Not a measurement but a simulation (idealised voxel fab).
Herein follows the process module entitled voxel trench capacitor.
This is section cut - it's 220 nm across, gridded in 5 nm square cells.
Reading order for cross-sections: top band down to bottom band. Underlying form: a grid of square cells. Band size: one or more rows of cells.
Per band: top height and bottom height in nm, followed by the left-to-right materials and their widths in nm; "full width" marks a single material spanning edge to edge, "empty" marks empty space.
Ref level 0: as-received wafer is one material below here. Bottom band extends down with no lower bound ("0 nm and below").
Think of "30..40" as a width that walks from the first number to the second as you go down the band, top row to bottom row, taking equal-sized steps from row to row.
You'll sometimes find "nothing changed" written for a step, and that's the way of saying that nowhere in the cross-section did a cell change during that step.
In the "Closed void catalog" entry, you get each enclosed empty space of 8 cells or more, one with no open way to the top, written width x height at distance, distance from the left edge, in nm.
If you see something after the settings on a step's line, that's the simulator's own remark about that step.
overlay nm: for a step with a mask, the amount by which the mask lay right of where it was planned; a negative amount means left of it.
The following list gives the planned process steps
- 1: RECEIVE [material Si]
- 2: CONFORMAL_DEP [material SiN] [thk nm 5]
- 3: DIRECTIONAL_DEP [material aC] [thk nm 10]
- 4: PATTERN [tone open] [mask id TRENCH] [material resist] [width nm 15] [pitch nm 40] [thk nm 30] [overlay nm 0]
- 5: DIRECTIONAL_ETCH [etch materials aC] [depth nm 10]
- 6: STRIP [etch materials resist]
- 7: DIRECTIONAL_ETCH [etch materials SiN] [depth nm 5]
- 8: DIRECTIONAL_ETCH [etch materials Si] [depth nm 25]
- 9: STRIP [etch materials aC]
- 10: CONFORMAL_DEP [material SiO2] [thk nm 5]
- 11: FILL_DEP [material polySi] [thk nm 5]
- 12: CMP [height nm 5]
First of two wafers - as planned
Incoming wafer, cross-sectional view, post step 1
  0 nm and below = Si full width
  Closed void catalog: none
Cross-section of the wafer after step 2
  5 nm to 0 nm = SiN full width
  Beneath the level 0, the cross-section is identical to its previous state.
Cross-section of the wafer after step 3
  15 nm to 5 nm = aC full width
  Beneath the level 5, the cross-section is identical to its previous state.
Cross-section of the wafer after step 4
  45 nm to 15 nm = resist: 60  empty: 15  resist: 25  empty: 15  resist: 25  empty: 15  resist: 65
  Beneath the level 15, the cross-section is identical to its previous state.
Cross-section of the wafer after step 5
  35 nm to 15 nm = resist: 60  empty: 15  resist: 25  empty: 15  resist: 25  empty: 15  resist: 65
  15 nm to 5 nm = aC: 60  empty: 15  aC: 25  empty: 15  aC: 25  empty: 15  aC: 65
  Beneath the level 5, the cross-section is identical to its previous state.
Cross-section of the wafer after step 6
  15 nm to 5 nm = aC: 60  empty: 15  aC: 25  empty: 15  aC: 25  empty: 15  aC: 65
  Beneath the level 5, the cross-section is identical to its previous state.
Cross-section of the wafer after step 7
  15 nm to 5 nm = aC: 60  empty: 15  aC: 25  empty: 15  aC: 25  empty: 15  aC: 65
  5 nm to 0 nm = SiN: 60  empty: 15  SiN: 25  empty: 15  SiN: 25  empty: 15  SiN: 65
  Beneath the level 0, the cross-section is identical to its previous state.
Cross-section of the wafer after step 8
  15 nm to 5 nm = aC: 60  empty: 15  aC: 25  empty: 15  aC: 25  empty: 15  aC: 65
  5 nm to 0 nm = SiN: 60  empty: 15  SiN: 25  empty: 15  SiN: 25  empty: 15  SiN: 65
  0 nm to -25 nm = Si: 60  empty: 15  Si: 25  empty: 15  Si: 25  empty: 15  Si: 65
  Beneath the level -25, the cross-section is identical to its previous state.
Cross-section of the wafer after step 9
  5 nm to 0 nm = SiN: 60  empty: 15  SiN: 25  empty: 15  SiN: 25  empty: 15  SiN: 65
  Beneath the level 0, the cross-section is identical to its previous state.
Cross-section of the wafer after step 10
  10 nm to 5 nm = SiO2: 65  empty: 5  SiO2: 35  empty: 5  SiO2: 35  empty: 5  SiO2: 70
  5 nm to 0 nm = SiN: 60  SiO2: 5  empty: 5  SiO2: 5  SiN: 25  SiO2: 5  empty: 5  SiO2: 5  SiN: 25  SiO2: 5  empty: 5  SiO2: 5  SiN: 65
  0 nm to -20 nm = Si: 60  SiO2: 5  empty: 5  SiO2: 5  Si: 25  SiO2: 5  empty: 5  SiO2: 5  Si: 25  SiO2: 5  empty: 5  SiO2: 5  Si: 65
  -20 nm to -25 nm = Si: 60  SiO2: 15  Si: 25  SiO2: 15  Si: 25  SiO2: 15  Si: 65
  Beneath the level -25, the cross-section is identical to its previous state.
Cross-section of the wafer after step 11
  15 nm to 10 nm = polySi full width
  10 nm to 5 nm = SiO2: 65  polySi: 5  SiO2: 35  polySi: 5  SiO2: 35  polySi: 5  SiO2: 70
  5 nm to 0 nm = SiN: 60  SiO2: 5  polySi: 5  SiO2: 5  SiN: 25  SiO2: 5  polySi: 5  SiO2: 5  SiN: 25  SiO2: 5  polySi: 5  SiO2: 5  SiN: 65
  0 nm to -20 nm = Si: 60  SiO2: 5  polySi: 5  SiO2: 5  Si: 25  SiO2: 5  polySi: 5  SiO2: 5  Si: 25  SiO2: 5  polySi: 5  SiO2: 5  Si: 65
  Beneath the level -20, the cross-section is identical to its previous state.
Cross-section of the wafer after step 12
  5 nm to 0 nm = SiN: 60  SiO2: 5  polySi: 5  SiO2: 5  SiN: 25  SiO2: 5  polySi: 5  SiO2: 5  SiN: 25  SiO2: 5  polySi: 5  SiO2: 5  SiN: 65
  Beneath the level 0, the cross-section is identical to its previous state.
Wafer two of two - same starting point, same process plan, one mistake in execution; matches wafer one up to and including step 3
X-section, second wafer, when step 4 was due to finish
  45 nm to 15 nm = resist: 55  empty: 25  resist: 15  empty: 25  resist: 15  empty: 25  resist: 60
  Beneath the level 15, the cross-section is identical to its previous state.
X-section, second wafer, when step 5 was due to finish
  35 nm to 15 nm = resist: 55  empty: 25  resist: 15  empty: 25  resist: 15  empty: 25  resist: 60
  15 nm to 5 nm = aC: 55  empty: 25  aC: 15  empty: 25  aC: 15  empty: 25  aC: 60
  Beneath the level 5, the cross-section is identical to its previous state.
X-section, second wafer, when step 6 was due to finish
  15 nm to 5 nm = aC: 55  empty: 25  aC: 15  empty: 25  aC: 15  empty: 25  aC: 60
  Beneath the level 5, the cross-section is identical to its previous state.
X-section, second wafer, when step 7 was due to finish
  15 nm to 5 nm = aC: 55  empty: 25  aC: 15  empty: 25  aC: 15  empty: 25  aC: 60
  5 nm to 0 nm = SiN: 55  empty: 25  SiN: 15  empty: 25  SiN: 15  empty: 25  SiN: 60
  Beneath the level 0, the cross-section is identical to its previous state.
X-section, second wafer, when step 8 was due to finish
  15 nm to 5 nm = aC: 55  empty: 25  aC: 15  empty: 25  aC: 15  empty: 25  aC: 60
  5 nm to 0 nm = SiN: 55  empty: 25  SiN: 15  empty: 25  SiN: 15  empty: 25  SiN: 60
  0 nm to -25 nm = Si: 55  empty: 25  Si: 15  empty: 25  Si: 15  empty: 25  Si: 60
  Beneath the level -25, the cross-section is identical to its previous state.
X-section, second wafer, when step 9 was due to finish
  5 nm to 0 nm = SiN: 55  empty: 25  SiN: 15  empty: 25  SiN: 15  empty: 25  SiN: 60
  Beneath the level 0, the cross-section is identical to its previous state.
X-section, second wafer, when step 10 was due to finish
  10 nm to 5 nm = SiO2: 60  empty: 15  SiO2: 25  empty: 15  SiO2: 25  empty: 15  SiO2: 65
  5 nm to 0 nm = SiN: 55  SiO2: 5  empty: 15  SiO2: 5  SiN: 15  SiO2: 5  empty: 15  SiO2: 5  SiN: 15  SiO2: 5  empty: 15  SiO2: 5  SiN: 60
  0 nm to -20 nm = Si: 55  SiO2: 5  empty: 15  SiO2: 5  Si: 15  SiO2: 5  empty: 15  SiO2: 5  Si: 15  SiO2: 5  empty: 15  SiO2: 5  Si: 60
  -20 nm to -25 nm = Si: 55  SiO2: 25  Si: 15  SiO2: 25  Si: 15  SiO2: 25  Si: 60
  Beneath the level -25, the cross-section is identical to its previous state.
X-section, second wafer, when step 11 was due to finish
  15 nm to 10 nm = polySi full width
  10 nm to 5 nm = SiO2: 60  polySi: 15  SiO2: 25  polySi: 15  SiO2: 25  polySi: 15  SiO2: 65
  5 nm to 0 nm = SiN: 55  SiO2: 5  polySi: 15  SiO2: 5  SiN: 15  SiO2: 5  polySi: 15  SiO2: 5  SiN: 15  SiO2: 5  polySi: 15  SiO2: 5  SiN: 60
  0 nm to -20 nm = Si: 55  SiO2: 5  polySi: 15  SiO2: 5  Si: 15  SiO2: 5  polySi: 15  SiO2: 5  Si: 15  SiO2: 5  polySi: 15  SiO2: 5  Si: 60
  Beneath the level -20, the cross-section is identical to its previous state.
X-section, second wafer, when step 12 was due to finish
  5 nm to 0 nm = SiN: 55  SiO2: 5  polySi: 15  SiO2: 5  SiN: 15  SiO2: 5  polySi: 15  SiO2: 5  SiN: 15  SiO2: 5  polySi: 15  SiO2: 5  SiN: 60
  Beneath the level 0, the cross-section is identical to its previous state.
What was the processing mistake? in deviation from the planned setting, step 4 was conducted as PATTERN [tone open] [mask id TRENCH] [material resist] [width nm 25] [pitch nm 40] [thk nm 30] [overlay nm 0]
End of process, cell counts, second wafer against first, materials with more or fewer: Si -30, SiN -6, SiO2 +6, polySi +30
